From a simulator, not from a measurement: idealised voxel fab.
Process module name: voxel spacer lines
Xsec cut, 245 nm wide, square cell size 5 nm.
In what follows, cross-sections appear as grids of square cells, described through bands that run from the top down, where every band is one or more rows of cells.
It is stipulated that each band's entry specify, in nanometres, the height of the top of the band and then that of its bottom, followed by the materials of the band in left-to-right sequence, each together with its width in nanometres. A single material marked by the word "everywhere" is understood to fill the band from edge to edge; the word "blank" is understood to denote empty space.
Note: height 0 marks the level under which the wafer is uniformly one material as received. Lowest band unbounded below, written "0 nm and below".
Width: "30->40" (first number = top row, second number = bottom row, same change from row to row of cells).
"nothing got changed" for a step: no cell of the cross-section changed in that step.
The label "Entrapped voids" introduces a list of the empty spaces, 8 cells or larger, that have no open way up to the top; each entry in it reads width x height at distance, where the distance is taken from the left edge and all three are stated in nm.
Text after the settings on a step's line: the simulator's own remark on that step.
Each step line may optionally specify "overlay nm", which for a step with a mask gives the rightward distance between the mask's planned place and where it lay, a negative value indicating the leftward direction.

## plan
| 1 | RECEIVE with material Si |
| 2 | CONFORMAL_DEP with material Al2O3, thk nm 5 |
| 3 | DIRECTIONAL_DEP with material W, thk nm 20 |
| 4 | DIRECTIONAL_DEP with material aC, thk nm 25 |
| 5 | PATTERN with tone cover, mask id MANDREL, material resist, width nm 25, pitch nm 70, thk nm 30, overlay nm -15 |
| 6 | DIRECTIONAL_ETCH with etch materials aC, depth nm 25 |
| 7 | STRIP with etch materials resist |
| 8 | CONFORMAL_DEP with material SiO2, thk nm 10 |
| 9 | DIRECTIONAL_ETCH with etch materials SiO2, depth nm 10 |
| 10 | STRIP with etch materials aC |
| 11 | DIRECTIONAL_ETCH with etch materials W, depth nm 20 |
| 12 | STRIP with etch materials SiO2 |
Where the wafers of this document differ is in the overlay nm of step 5; they start out the same, and the plan states the value that applied to the first wafer.

## Cross-section of the first of several wafers as received (after step 1)
- 0 nm and below  Si everywhere
- Entrapped voids: none

## Per wafer (row), end of module: delta in cells per material since receipt, (+) for gained, (-) for lost; closed voids after that
overlay nm -15 | +49 Al2O3 | +32 W | Entrapped voids: none
overlay nm -10 | +49 Al2O3 | +32 W | Entrapped voids: none
overlay nm -5 | +49 Al2O3 | +32 W | Entrapped voids: none
overlay nm 0 | +49 Al2O3 | +32 W | Entrapped voids: none
overlay nm 5 | +49 Al2O3 | +32 W | Entrapped voids: none
overlay nm 10 | +49 Al2O3 | +32 W | Entrapped voids: none
overlay nm 15 | +49 Al2O3 | +32 W | Entrapped voids: none
